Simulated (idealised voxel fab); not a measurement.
process module | voxel capacitor over wiring
cross-section cut | 200 nm wide | cells 5 nm
A cross-section is a grid of square cells, given in bands from the top down. A band is one or more rows of cells.
Each band's line starts with the height of the band's top and of its bottom, in nm. Then come its materials from left to right, each with its width in nm. One material with "throughout" fills the band from edge to edge. "air" is empty space.
Height 0 is the level under which the wafer as received is all one material. The lowest band goes on downwards, as in "0 down".
A width such as "30 to 40" changes by the same amount from each row of cells to the next, from the band's top row to its bottom row.
"no change" after a step means that no cell of the cross-section changed.
closed voids: empty space of 8 cells or more with no open way to the top, each as width x height at its distance from the left edge, in nm
after a step's settings: what the simulator itself notes on the step
overlay nm, on a step with a mask: how far to the right of its planned place the mask lay; to the left if negative
plan
1 op RECEIVE | material Si
2 op CONFORMAL_DEP | material SiO2 | thk nm 10
3 op DIRECTIONAL_DEP | material TiN | thk nm 5
4 op DIRECTIONAL_DEP | material W | thk nm 15
5 op MASKED_ETCH | tone cover | mask id METAL_1 | width nm 30 | pitch nm 90 | etch materials W | depth nm 15 | overlay nm 0
6 op MASKED_ETCH | tone cover | mask id METAL_1 | width nm 30 | pitch nm 90 | etch materials TiN | depth nm 5 | overlay nm 0
7 op CONFORMAL_DEP | material SiCN | thk nm 5
8 op FILL_DEP | material lowk | thk nm 10
9 op CMP | height nm 30
10 op CONFORMAL_DEP | material SiCN | thk nm 5
11 op DIRECTIONAL_DEP | material lowk | thk nm 10
12 op PATTERN | tone open | mask id PLUG_1 | material resist | width nm 15 | thk nm 15 | overlay nm 0
13 op DIRECTIONAL_ETCH | etch materials lowk | depth nm 10
14 op DIRECTIONAL_ETCH | etch materials SiCN | depth nm 5
15 op STRIP | etch materials resist
16 op EPI | material Ru | thk nm 10
17 op EPI | material Ru | thk nm 5
18 op DIRECTIONAL_DEP | material TiN | thk nm 5
19 op DIRECTIONAL_DEP | material HfO2 | thk nm 5
20 op DIRECTIONAL_DEP | material TiN | thk nm 10
21 op DIRECTIONAL_DEP | material aC | thk nm 10
22 op PATTERN | tone cover | mask id UPPER_PLATE | material resist | width nm 65 | thk nm 25 | overlay nm 0
23 op DIRECTIONAL_ETCH | etch materials aC | depth nm 10
24 op STRIP | etch materials resist
25 op DIRECTIONAL_ETCH | etch materials TiN | depth nm 10
26 op DIRECTIONAL_ETCH | etch materials HfO2 | depth nm 5
27 op STRIP | etch materials aC
28 op PATTERN | tone cover | mask id LOWER_PLATE | material resist | width nm 75 | thk nm 20 | overlay nm 0
29 op DIRECTIONAL_ETCH | etch materials TiN | depth nm 5
30 op STRIP | etch materials resist
31 op FILL_DEP | material SiO2 | thk nm 20
32 op CMP | height nm 80
33 op DIRECTIONAL_DEP | material aC | thk nm 10
34 op PATTERN | tone open | mask id PLUG_2 | material resist | width nm 15 | thk nm 30 | overlay nm 0
35 op DIRECTIONAL_ETCH | etch materials aC | depth nm 10
36 op STRIP | etch materials resist
37 op DIRECTIONAL_ETCH | etch materials SiO2 | depth nm 15
38 op STRIP | etch materials aC
39 op CONFORMAL_DEP | material TiN | thk nm 5
40 op FILL_DEP | material Cu | thk nm 5
41 op CMP | height nm 80
42 op CONFORMAL_DEP | material SiCN | thk nm 5
first wafer, as planned
as received, after step 1
  0 down: Si throughout
  closed voids: none
after step 2
  10 to 0: SiO2 throughout
  below 0: unchanged
after step 3
  15 to 10: TiN throughout
  below 10: unchanged
after step 4
  30 to 15: W throughout
  below 15: unchanged
after step 5
  30 to 15: air 40 | W 30 | air 60 | W 30 | air 40
  below 15: unchanged
after step 6
  30 to 15: air 40 | W 30 | air 60 | W 30 | air 40
  15 to 10: air 40 | TiN 30 | air 60 | TiN 30 | air 40
  below 10: unchanged
after step 7
  35 to 30: air 35 | SiCN 40 | air 50 | SiCN 40 | air 35
  30 to 15: air 35 | SiCN 5 | W 30 | SiCN 5 | air 50 | SiCN 5 | W 30 | SiCN 5 | air 35
  15 to 10: SiCN 40 | TiN 30 | SiCN 60 | TiN 30 | SiCN 40
  below 10: unchanged
after step 8
  45 to 35: lowk throughout
  35 to 30: lowk 35 | SiCN 40 | lowk 50 | SiCN 40 | lowk 35
  30 to 15: lowk 35 | SiCN 5 | W 30 | SiCN 5 | lowk 50 | SiCN 5 | W 30 | SiCN 5 | lowk 35
  below 15: unchanged
after step 9
  30 to 15: lowk 35 | SiCN 5 | W 30 | SiCN 5 | lowk 50 | SiCN 5 | W 30 | SiCN 5 | lowk 35
  below 15: unchanged
after step 10
  35 to 30: SiCN throughout
  below 30: unchanged
after step 11
  45 to 35: lowk throughout
  below 35: unchanged
after step 12
  60 to 45: resist 55 | air 15 | resist 130
  below 45: unchanged
after step 13
  60 to 45: resist 55 | air 15 | resist 130
  45 to 35: lowk 55 | air 15 | lowk 130
  below 35: unchanged
after step 14
  60 to 45: resist 55 | air 15 | resist 130
  45 to 35: lowk 55 | air 15 | lowk 130
  35 to 30: SiCN 55 | air 15 | SiCN 130
  below 30: unchanged
after step 15
  45 to 35: lowk 55 | air 15 | lowk 130
  below 35: unchanged
after step 16
  45 to 40: lowk 55 | air 15 | lowk 130
  40 to 35: lowk 55 | Ru 15 | lowk 130
  35 to 30: SiCN 55 | Ru 15 | SiCN 130
  below 30: unchanged
after step 17
  45 to 35: lowk 55 | Ru 15 | lowk 130
  below 35: unchanged
after step 18
  50 to 45: TiN throughout
  below 45: unchanged
after step 19
  55 to 50: HfO2 throughout
  below 50: unchanged
after step 20
  65 to 55: TiN throughout
  below 55: unchanged
after step 21
  75 to 65: aC throughout
  below 65: unchanged
after step 22
  100 to 75: air 55 | resist 65 | air 80
  below 75: unchanged
after step 23
  90 to 75: air 55 | resist 65 | air 80
  75 to 65: air 55 | aC 65 | air 80
  below 65: unchanged
after step 24
  75 to 65: air 55 | aC 65 | air 80
  below 65: unchanged
after step 25
  75 to 65: air 55 | aC 65 | air 80
  65 to 55: air 55 | TiN 65 | air 80
  below 55: unchanged
after step 26
  75 to 65: air 55 | aC 65 | air 80
  65 to 55: air 55 | TiN 65 | air 80
  55 to 50: air 55 | HfO2 65 | air 80
  below 50: unchanged
after step 27
  65 to 55: air 55 | TiN 65 | air 80
  below 55: unchanged
after step 28
  85 to 65: air 50 | resist 75 | air 75
  65 to 55: air 50 | resist 5 | TiN 65 | resist 5 | air 75
  55 to 50: air 50 | resist 5 | HfO2 65 | resist 5 | air 75
  below 50: unchanged
after step 29
  85 to 65: air 50 | resist 75 | air 75
  65 to 55: air 50 | resist 5 | TiN 65 | resist 5 | air 75
  55 to 50: air 50 | resist 5 | HfO2 65 | resist 5 | air 75
  50 to 45: air 50 | TiN 75 | air 75
  below 45: unchanged
after step 30
  65 to 55: air 55 | TiN 65 | air 80
  55 to 50: air 55 | HfO2 65 | air 80
  below 50: unchanged
after step 31
  85 to 65: SiO2 throughout
  65 to 55: SiO2 55 | TiN 65 | SiO2 80
  55 to 50: SiO2 55 | HfO2 65 | SiO2 80
  50 to 45: SiO2 50 | TiN 75 | SiO2 75
  below 45: unchanged
after step 32
  80 to 65: SiO2 throughout
  below 65: unchanged
after step 33
  90 to 80: aC throughout
  below 80: unchanged
after step 34
  120 to 90: resist 65 | air 15 | resist 120
  below 90: unchanged
after step 35
  110 to 90: resist 65 | air 15 | resist 120
  90 to 80: aC 65 | air 15 | aC 120
  below 80: unchanged
after step 36
  90 to 80: aC 65 | air 15 | aC 120
  below 80: unchanged
after step 37
  90 to 80: aC 65 | air 15 | aC 120
  80 to 65: SiO2 65 | air 15 | SiO2 120
  below 65: unchanged
after step 38
  80 to 65: SiO2 65 | air 15 | SiO2 120
  below 65: unchanged
after step 39
  85 to 80: TiN 70 | air 5 | TiN 125
  80 to 70: SiO2 65 | TiN 5 | air 5 | TiN 5 | SiO2 120
  70 to 65: SiO2 65 | TiN 15 | SiO2 120
  below 65: unchanged
after step 40
  90 to 85: Cu throughout
  85 to 80: TiN 70 | Cu 5 | TiN 125
  80 to 70: SiO2 65 | TiN 5 | Cu 5 | TiN 5 | SiO2 120
  below 70: unchanged
after step 41
  80 to 70: SiO2 65 | TiN 5 | Cu 5 | TiN 5 | SiO2 120
  below 70: unchanged
after step 42
  85 to 80: SiCN throughout
  below 80: unchanged
second wafer: like start, like plan, one mistake. Through step 1 it matches the first wafer
when step 2 should have ended
  5 to 0: SiO2 throughout
  below 0: unchanged
when step 3 should have ended
  10 to 5: TiN throughout
  below 5: unchanged
when step 4 should have ended
  25 to 10: W throughout
  below 10: unchanged
when step 5 should have ended
  25 to 10: air 40 | W 30 | air 60 | W 30 | air 40
  below 10: unchanged
when step 6 should have ended
  25 to 10: air 40 | W 30 | air 60 | W 30 | air 40
  10 to 5: air 40 | TiN 30 | air 60 | TiN 30 | air 40
  below 5: unchanged
when step 7 should have ended
  30 to 25: air 35 | SiCN 40 | air 50 | SiCN 40 | air 35
  25 to 10: air 35 | SiCN 5 | W 30 | SiCN 5 | air 50 | SiCN 5 | W 30 | SiCN 5 | air 35
  10 to 5: SiCN 40 | TiN 30 | SiCN 60 | TiN 30 | SiCN 40
  below 5: unchanged
when step 8 should have ended
  40 to 30: lowk throughout
  30 to 25: lowk 35 | SiCN 40 | lowk 50 | SiCN 40 | lowk 35
  25 to 10: lowk 35 | SiCN 5 | W 30 | SiCN 5 | lowk 50 | SiCN 5 | W 30 | SiCN 5 | lowk 35
  below 10: unchanged
when step 9 should have ended
  30 to 25: lowk 35 | SiCN 40 | lowk 50 | SiCN 40 | lowk 35
  below 25: unchanged
when step 10 should have ended
  35 to 30: SiCN throughout
  below 30: unchanged
when step 11 should have ended
  45 to 35: lowk throughout
  below 35: unchanged
when step 12 should have ended
  60 to 45: resist 55 | air 15 | resist 130
  below 45: unchanged
when step 13 should have ended
  60 to 45: resist 55 | air 15 | resist 130
  45 to 35: lowk 55 | air 15 | lowk 130
  below 35: unchanged
when step 14 should have ended
  60 to 45: resist 55 | air 15 | resist 130
  45 to 35: lowk 55 | air 15 | lowk 130
  35 to 30: SiCN 55 | air 15 | SiCN 130
  below 30: unchanged
when step 15 should have ended
  45 to 35: lowk 55 | air 15 | lowk 130
  below 35: unchanged
when step 16 should have ended: no change
when step 17 should have ended: no change
when step 18 should have ended
  50 to 45: TiN 55 | air 15 | TiN 130
  45 to 35: lowk 55 | air 15 | lowk 130
  35 to 30: SiCN 55 | TiN 15 | SiCN 130
  below 30: unchanged
when step 19 should have ended
  55 to 50: HfO2 55 | air 15 | HfO2 130
  50 to 45: TiN 55 | air 15 | TiN 130
  45 to 40: lowk 55 | air 15 | lowk 130
  40 to 35: lowk 55 | HfO2 15 | lowk 130
  below 35: unchanged
when step 20 should have ended
  65 to 55: TiN 55 | air 15 | TiN 130
  55 to 50: HfO2 55 | air 15 | HfO2 130
  50 to 45: TiN throughout
  45 to 40: lowk 55 | TiN 15 | lowk 130
  below 40: unchanged
when step 21 should have ended
  75 to 65: aC 55 | air 15 | aC 130
  65 to 60: TiN 55 | air 15 | TiN 130
  60 to 55: TiN 55 | aC 15 | TiN 130
  55 to 50: HfO2 55 | aC 15 | HfO2 130
  below 50: unchanged
when step 22 should have ended
  100 to 75: air 55 | resist 65 | air 80
  75 to 65: aC 55 | resist 15 | aC 130
  65 to 60: TiN 55 | resist 15 | TiN 130
  below 60: unchanged
when step 23 should have ended
  90 to 75: air 55 | resist 65 | air 80
  75 to 65: air 55 | resist 15 | aC 50 | air 80
  below 65: unchanged
when step 24 should have ended
  75 to 65: air 70 | aC 50 | air 80
  65 to 60: TiN 55 | air 15 | TiN 130
  below 60: unchanged
when step 25 should have ended
  75 to 65: air 70 | aC 50 | air 80
  65 to 60: air 70 | TiN 50 | air 80
  60 to 55: air 55 | aC 15 | TiN 50 | air 80
  below 55: unchanged
when step 26 should have ended
  75 to 65: air 70 | aC 50 | air 80
  65 to 60: air 70 | TiN 50 | air 80
  60 to 55: air 55 | aC 15 | TiN 50 | air 80
  55 to 50: air 55 | aC 15 | HfO2 50 | air 80
  below 50: unchanged
when step 27 should have ended
  65 to 55: air 70 | TiN 50 | air 80
  55 to 50: air 70 | HfO2 50 | air 80
  below 50: unchanged
when step 28 should have ended
  85 to 65: air 50 | resist 75 | air 75
  65 to 55: air 50 | resist 20 | TiN 50 | resist 5 | air 75
  55 to 50: air 50 | resist 20 | HfO2 50 | resist 5 | air 75
  below 50: unchanged
when step 29 should have ended
  85 to 65: air 50 | resist 75 | air 75
  65 to 55: air 50 | resist 20 | TiN 50 | resist 5 | air 75
  55 to 50: air 50 | resist 20 | HfO2 50 | resist 5 | air 75
  50 to 45: air 50 | TiN 75 | air 75
  below 45: unchanged
when step 30 should have ended
  65 to 55: air 70 | TiN 50 | air 80
  55 to 50: air 70 | HfO2 50 | air 80
  below 50: unchanged
when step 31 should have ended
  85 to 65: SiO2 throughout
  65 to 55: SiO2 70 | TiN 50 | SiO2 80
  55 to 50: SiO2 70 | HfO2 50 | SiO2 80
  50 to 45: SiO2 50 | TiN 75 | SiO2 75
  below 45: unchanged
when step 32 should have ended
  80 to 65: SiO2 throughout
  below 65: unchanged
when step 33 should have ended
  90 to 80: aC throughout
  below 80: unchanged
when step 34 should have ended
  120 to 90: resist 65 | air 15 | resist 120
  below 90: unchanged
when step 35 should have ended
  110 to 90: resist 65 | air 15 | resist 120
  90 to 80: aC 65 | air 15 | aC 120
  below 80: unchanged
when step 36 should have ended
  90 to 80: aC 65 | air 15 | aC 120
  below 80: unchanged
when step 37 should have ended
  90 to 80: aC 65 | air 15 | aC 120
  80 to 65: SiO2 65 | air 15 | SiO2 120
  below 65: unchanged
when step 38 should have ended
  80 to 65: SiO2 65 | air 15 | SiO2 120
  below 65: unchanged
when step 39 should have ended
  85 to 80: TiN 70 | air 5 | TiN 125
  80 to 70: SiO2 65 | TiN 5 | air 5 | TiN 5 | SiO2 120
  70 to 65: SiO2 65 | TiN 15 | SiO2 120
  below 65: unchanged
when step 40 should have ended
  90 to 85: Cu throughout
  85 to 80: TiN 70 | Cu 5 | TiN 125
  80 to 70: SiO2 65 | TiN 5 | Cu 5 | TiN 5 | SiO2 120
  below 70: unchanged
when step 41 should have ended
  80 to 70: SiO2 65 | TiN 5 | Cu 5 | TiN 5 | SiO2 120
  below 70: unchanged
when step 42 should have ended
  85 to 80: SiCN throughout
  below 80: unchanged
what went wrong: step 2 ran as: op CONFORMAL_DEP | material SiO2 | thk nm 5
at the end the second wafer has, in cells: 9 fewer of Ru | 16 more of SiCN | 31 fewer of SiO2 | 24 more of lowk
